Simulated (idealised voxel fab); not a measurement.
Module name: voxel gate over fins (process module)
For reference, the cross-section in this document is cut, with width 220 nm and square cells of 5 nm.
A cross-section is written here as square cells arranged in a grid, and it is given in bands from the top down, each band taking up one or more rows of cells.
Band entry format. Leading values: height of top, height of bottom, nm. Remainder: materials in left-to-right order, each with its width in nm. Special words: "edge to edge" on a single material, which then fills the band edge to edge; "blank", empty space.
Beneath 0, the wafer as received is one material, and that level is where height counting begins. The lowest band goes on downward without a bottom; it is written like "from 0 down".
Width: "30 to 40" (first number = top row, second number = bottom row, same change from row to row of cells).
Key: "no modification" - step with no changed cell in the cross-section.
Reported under the label "Closed void listing" are the empty spaces having no open way to the top and comprising 8 cells or more; the notation for each is width x height at distance, in which the distance is measured from the left edge and all three values are in nm.
On each step's line, the part that comes after the settings is the simulator's own comment on the step.
"overlay nm" answers the question of how far to the right of plan the mask lay on a step that has a mask, and when it is negative the answer is to the left.
## Planned process steps
1: RECEIVE, material Si
2: CONFORMAL_DEP, material SiN, thk nm 10
3: DIRECTIONAL_DEP, material aC, thk nm 15
4: PATTERN, tone cover, mask id FINS, material resist, width nm 15, pitch nm 45, thk nm 30, overlay nm 0
5: DIRECTIONAL_ETCH, etch materials aC, depth nm 15
6: STRIP, etch materials resist
7: DIRECTIONAL_ETCH, etch materials SiN, depth nm 10
8: DIRECTIONAL_ETCH, etch materials Si, depth nm 30
9: STRIP, etch materials aC
10: FILL_DEP, material SiO2, thk nm 5
11: CMP, height nm 10
12: SELECTIVE_ETCH, etch materials SiO2, depth nm 20
13: STRIP, etch materials SiN
14: CONFORMAL_DEP, material HfO2, thk nm 5
15: CONFORMAL_DEP, material TiN, thk nm 5
16: FILL_DEP, material W, thk nm 10
17: CMP, height nm 15
18: CONFORMAL_DEP, material SiCN, thk nm 10
## Shown in cross-section is the wafer as received, that is, as it stands after step 1
* from 0 down | Si edge to edge
* Closed void listing: none
## Starting wafer: above. Plan: above. Run: one mistake. Cross-section after the module: below
* from 25 to 15 | SiCN edge to edge
* from 15 to 5 | W edge to edge
* from 5 to 0 | W 50; TiN 25; W 20; TiN 25; W 20; TiN 25; W 55
* from 0 to -5 | W 50; TiN 5; Si 15; TiN 5; W 20; TiN 5; Si 15; TiN 5; W 20; TiN 5; Si 15; TiN 5; W 55
* from -5 to -10 | TiN 55; Si 15; TiN 30; Si 15; TiN 30; Si 15; TiN 60
* from -10 to -30 | SiO2 55; Si 15; SiO2 30; Si 15; SiO2 30; Si 15; SiO2 60
* from -30 down | Si edge to edge
* Closed void listing: none
Finding, execution versus plan: step 14 of the plan was excluded from execution and never run
